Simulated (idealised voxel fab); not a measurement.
Proc. module: voxel released beams
240 nm wide, 5 nm square cells: that's cross-section cut.
Cross-section spec: square-cell grid; bands listed top down; each band is one or more rows. It is stipulated that each band's entry specify, in nanometres, the height of the top of the band and then that of its bottom, followed by the materials of the band in left-to-right sequence, each together with its width in nanometres. A single material marked by the word "full width" is understood to fill the band from edge to edge; the word "empty" is understood to denote empty space. The reference from which all heights are counted is 0, the level beneath which the as-received wafer is entirely one material; the lowest band, having no lower bound, proceeds downward and is written after the example "0 and below". Per-row width for "30..40": begins at first number (top row of band), ends at second number (bottom row), increment between rows held constant. Reading "changes: none" for a step: not a cell of the cross-section changed in it. Enclosed void inventory: empty space of 8 cells or more with no open way to the top, each as width x height at its distance from the left edge, in nm. What comes after the settings on a step's line is commentary from the simulator itself on that step. A step line may carry the setting "overlay nm", which, for steps involving a mask, states the distance by which the mask lay to the right of its intended position; negative values denote displacement to the left.
THE STEPS PLANNED FOR THE PROCESS ARE AS FOLLOWS
1 RECEIVE,material Si
2 CONFORMAL_DEP,material Al2O3,thk nm 10
3 DIRECTIONAL_DEP,material SiO2,thk nm 10
4 DIRECTIONAL_DEP,material aC,thk nm 15
5 PATTERN,tone open,mask id ANCHOR,material resist,width nm 45,thk nm 35,overlay nm 0
6 DIRECTIONAL_ETCH,etch materials aC,depth nm 15
7 STRIP,etch materials resist
8 DIRECTIONAL_ETCH,etch materials SiO2,depth nm 10
9 STRIP,etch materials aC
10 CONFORMAL_DEP,material W,thk nm 15
11 DIRECTIONAL_DEP,material aC,thk nm 15
12 PATTERN,tone cover,mask id BEAM,material resist,width nm 110,thk nm 30,overlay nm 0
13 DIRECTIONAL_ETCH,etch materials aC,depth nm 15
14 STRIP,etch materials resist
15 DIRECTIONAL_ETCH,etch materials W,depth nm 15
16 STRIP,etch materials aC
17 STRIP,etch materials SiO2
FIRST OF TWO WAFERS - AS PLANNED
CROSS-SECTION OF THE WAFER AT RECEIPT, WHICH IS THE CONDITION AFTER STEP 1
  0 and below  Si full width
  Enclosed void inventory: none
UPON COMPLETION OF STEP 2, THE WAFER APPEARS IN CROSS-SECTION AS SHOWN
  10 down to 0  Al2O3 full width
  Note: structure below 0 unchanged.
UPON COMPLETION OF STEP 3, THE WAFER APPEARS IN CROSS-SECTION AS SHOWN
  20 down to 10  SiO2 full width
  Note: structure below 10 unchanged.
UPON COMPLETION OF STEP 4, THE WAFER APPEARS IN CROSS-SECTION AS SHOWN
  35 down to 20  aC full width
  Note: structure below 20 unchanged.
UPON COMPLETION OF STEP 5, THE WAFER APPEARS IN CROSS-SECTION AS SHOWN
  70 down to 35  resist 65 nm, then empty 45 nm, then resist 130 nm
  Note: structure below 35 unchanged.
UPON COMPLETION OF STEP 6, THE WAFER APPEARS IN CROSS-SECTION AS SHOWN
  55 down to 35  resist 65 nm, then empty 45 nm, then resist 130 nm
  35 down to 20  aC 65 nm, then empty 45 nm, then aC 130 nm
  Note: structure below 20 unchanged.
UPON COMPLETION OF STEP 7, THE WAFER APPEARS IN CROSS-SECTION AS SHOWN
  35 down to 20  aC 65 nm, then empty 45 nm, then aC 130 nm
  Note: structure below 20 unchanged.
UPON COMPLETION OF STEP 8, THE WAFER APPEARS IN CROSS-SECTION AS SHOWN
  35 down to 20  aC 65 nm, then empty 45 nm, then aC 130 nm
  20 down to 10  SiO2 65 nm, then empty 45 nm, then SiO2 130 nm
  Note: structure below 10 unchanged.
UPON COMPLETION OF STEP 9, THE WAFER APPEARS IN CROSS-SECTION AS SHOWN
  20 down to 10  SiO2 65 nm, then empty 45 nm, then SiO2 130 nm
  Note: structure below 10 unchanged.
UPON COMPLETION OF STEP 10, THE WAFER APPEARS IN CROSS-SECTION AS SHOWN
  35 down to 25  W 80 nm, then empty 15 nm, then W 145 nm
  25 down to 20  W full width
  20 down to 10  SiO2 65 nm, then W 45 nm, then SiO2 130 nm
  Note: structure below 10 unchanged.
UPON COMPLETION OF STEP 11, THE WAFER APPEARS IN CROSS-SECTION AS SHOWN
  50 down to 40  aC 80 nm, then empty 15 nm, then aC 145 nm
  40 down to 35  aC full width
  35 down to 25  W 80 nm, then aC 15 nm, then W 145 nm
  Note: structure below 25 unchanged.
UPON COMPLETION OF STEP 12, THE WAFER APPEARS IN CROSS-SECTION AS SHOWN
  80 down to 50  empty 60 nm, then resist 110 nm, then empty 70 nm
  50 down to 40  aC 80 nm, then resist 15 nm, then aC 145 nm
  Note: structure below 40 unchanged.
UPON COMPLETION OF STEP 13, THE WAFER APPEARS IN CROSS-SECTION AS SHOWN
  65 down to 50  empty 60 nm, then resist 110 nm, then empty 70 nm
  50 down to 40  empty 60 nm, then aC 20 nm, then resist 15 nm, then aC 75 nm, then empty 70 nm
  40 down to 35  empty 60 nm, then aC 110 nm, then empty 70 nm
  Note: structure below 35 unchanged.
UPON COMPLETION OF STEP 14, THE WAFER APPEARS IN CROSS-SECTION AS SHOWN
  50 down to 40  empty 60 nm, then aC 20 nm, then empty 15 nm, then aC 75 nm, then empty 70 nm
  Note: structure below 40 unchanged.
UPON COMPLETION OF STEP 15, THE WAFER APPEARS IN CROSS-SECTION AS SHOWN
  50 down to 40  empty 60 nm, then aC 20 nm, then empty 15 nm, then aC 75 nm, then empty 70 nm
  40 down to 35  empty 60 nm, then aC 110 nm, then empty 70 nm
  35 down to 25  empty 60 nm, then W 20 nm, then aC 15 nm, then W 75 nm, then empty 70 nm
  25 down to 20  empty 60 nm, then W 110 nm, then empty 70 nm
  Note: structure below 20 unchanged.
UPON COMPLETION OF STEP 16, THE WAFER APPEARS IN CROSS-SECTION AS SHOWN
  35 down to 25  empty 60 nm, then W 20 nm, then empty 15 nm, then W 75 nm, then empty 70 nm
  Note: structure below 25 unchanged.
UPON COMPLETION OF STEP 17, THE WAFER APPEARS IN CROSS-SECTION AS SHOWN
  35 down to 25  empty 60 nm, then W 20 nm, then empty 15 nm, then W 75 nm, then empty 70 nm
  25 down to 20  empty 60 nm, then W 110 nm, then empty 70 nm
  20 down to 10  empty 65 nm, then W 45 nm, then empty 130 nm
  Note: structure below 10 unchanged.
IT IS TO BE NOTED THAT THE SECOND WAFER PROCEEDED FROM THE SAME INITIAL STATE AND ACCORDING TO THE SAME PLAN AS THE FIRST, ALTHOUGH ONE MISTAKE WAS COMMITTED IN ITS EXECUTION; THROUGH STEP 2, INCLUSIVE, THE TWO WAFERS SHARE AN IDENTICAL HISTORY
THE SECOND WAFER CUT THROUGH, AT THE TIME STEP 3 WAS SUPPOSED TO BE FINISHED
  20 down to 0  Al2O3 full width
  Note: structure below 0 unchanged.
THE SECOND WAFER CUT THROUGH, AT THE TIME STEP 4 WAS SUPPOSED TO BE FINISHED
  35 down to 20  aC full width
  Note: structure below 20 unchanged.
THE SECOND WAFER CUT THROUGH, AT THE TIME STEP 5 WAS SUPPOSED TO BE FINISHED
  70 down to 35  resist 65 nm, then empty 45 nm, then resist 130 nm
  Note: structure below 35 unchanged.
THE SECOND WAFER CUT THROUGH, AT THE TIME STEP 6 WAS SUPPOSED TO BE FINISHED
  55 down to 35  resist 65 nm, then empty 45 nm, then resist 130 nm
  35 down to 20  aC 65 nm, then empty 45 nm, then aC 130 nm
  Note: structure below 20 unchanged.
THE SECOND WAFER CUT THROUGH, AT THE TIME STEP 7 WAS SUPPOSED TO BE FINISHED
  35 down to 20  aC 65 nm, then empty 45 nm, then aC 130 nm
  Note: structure below 20 unchanged.
The second wafer cut through, at the time step 8 was supposed to be finished: changes: none
THE SECOND WAFER CUT THROUGH, AT THE TIME STEP 9 WAS SUPPOSED TO BE FINISHED
  20 down to 0  Al2O3 full width
  Note: structure below 0 unchanged.
THE SECOND WAFER CUT THROUGH, AT THE TIME STEP 10 WAS SUPPOSED TO BE FINISHED
  35 down to 20  W full width
  Note: structure below 20 unchanged.
THE SECOND WAFER CUT THROUGH, AT THE TIME STEP 11 WAS SUPPOSED TO BE FINISHED
  50 down to 35  aC full width
  Note: structure below 35 unchanged.
THE SECOND WAFER CUT THROUGH, AT THE TIME STEP 12 WAS SUPPOSED TO BE FINISHED
  80 down to 50  empty 60 nm, then resist 110 nm, then empty 70 nm
  Note: structure below 50 unchanged.
THE SECOND WAFER CUT THROUGH, AT THE TIME STEP 13 WAS SUPPOSED TO BE FINISHED
  65 down to 50  empty 60 nm, then resist 110 nm, then empty 70 nm
  50 down to 35  empty 60 nm, then aC 110 nm, then empty 70 nm
  Note: structure below 35 unchanged.
THE SECOND WAFER CUT THROUGH, AT THE TIME STEP 14 WAS SUPPOSED TO BE FINISHED
  50 down to 35  empty 60 nm, then aC 110 nm, then empty 70 nm
  Note: structure below 35 unchanged.
THE SECOND WAFER CUT THROUGH, AT THE TIME STEP 15 WAS SUPPOSED TO BE FINISHED
  50 down to 35  empty 60 nm, then aC 110 nm, then empty 70 nm
  35 down to 20  empty 60 nm, then W 110 nm, then empty 70 nm
  Note: structure below 20 unchanged.
THE SECOND WAFER CUT THROUGH, AT THE TIME STEP 16 WAS SUPPOSED TO BE FINISHED
  35 down to 20  empty 60 nm, then W 110 nm, then empty 70 nm
  Note: structure below 20 unchanged.
The second wafer cut through, at the time step 17 was supposed to be finished: changes: none
Here's what went sideways: step 3: run off-plan, actual operation and settings DIRECTIONAL_DEP,material Al2O3,thk nm 10
Bottom line after processing is that, in cells, the second wafer is up or down on some materials versus the first: Al2O3: 96 more; W: 12 fewer
